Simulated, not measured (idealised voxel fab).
The following is a process module called voxel released beams.
180 nm wide, 5 nm square cells: that's cross-section cut.
Cross-sections here: square-cell grids, written as top-down lists of bands, a band being one or more rows of cells. It is stipulated that each band's entry specify, in nanometres, the height of the top of the band and then that of its bottom, followed by the materials of the band in left-to-right sequence, each together with its width in nanometres. A single material marked by the word "throughout" is understood to fill the band from edge to edge; the word "air" is understood to denote empty space. Height is counted from the level 0, under which the received wafer is composed throughout of one material. The lowest of the bands is not closed at the bottom but continues downward, in the notation "from 0 down". It should be noted that a width expressed as "30..40" varies in equal increments from row to row of cells within the band, taking the value of the first number at the top row and that of the second number at the bottom row. For the purposes of this document, the phrase "remains unaltered" attached to a step denotes that no cell within the cross-section was modified by that step. "Trapped voids" means: voids of 8 cells or more that are shut off from the top with no open way through. Written width x height at distance, distance from the left edge, in nm. Formally, on a step line, whatever follows the settings is a remark that the simulator itself makes on the step. overlay nm: on a step with a mask, how far right of its planned place the mask lay; negative means left.

### Steps in the process plan
| 1 | RECEIVE, material Si |
| 2 | CONFORMAL_DEP, material Al2O3, thk nm 5 |
| 3 | DIRECTIONAL_DEP, material SiO2, thk nm 20 |
| 4 | MASKED_ETCH, tone open, mask id ANCHOR, width nm 40, etch materials SiO2, depth nm 20, overlay nm -15 |
| 5 | CONFORMAL_DEP, material SiN, thk nm 15 |
| 6 | PATTERN, tone cover, mask id BEAM, material resist, width nm 105, thk nm 15, overlay nm 0 |
| 7 | DIRECTIONAL_ETCH, etch materials SiN, depth nm 15 |
| 8 | STRIP, etch materials resist |
| 9 | STRIP, etch materials SiO2 |
What sets these wafers apart? The overlay nm at step 4. They all start alike, and the plan carries the first wafer's value.

### First of several wafers, received after step 1, in cross-section
from 0 down = Si throughout
Trapped voids: none

### Quick key for the table: a row per wafer, taken at the end of the module. For each material it tells you how many cells the wafer gained (+) or lost (-) since it came in, and the closed voids come after
overlay nm -15 | +36 Al2O3 | +87 SiN | Trapped voids: none
overlay nm -10 | +36 Al2O3 | +87 SiN | Trapped voids: none
overlay nm -5 | +36 Al2O3 | +87 SiN | Trapped voids: none
overlay nm 0 | +36 Al2O3 | +87 SiN | Trapped voids: none
overlay nm 5 | +36 Al2O3 | +87 SiN | Trapped voids: none
overlay nm 10 | +36 Al2O3 | +87 SiN | Trapped voids: none
overlay nm 15 | +36 Al2O3 | +87 SiN | Trapped voids: none
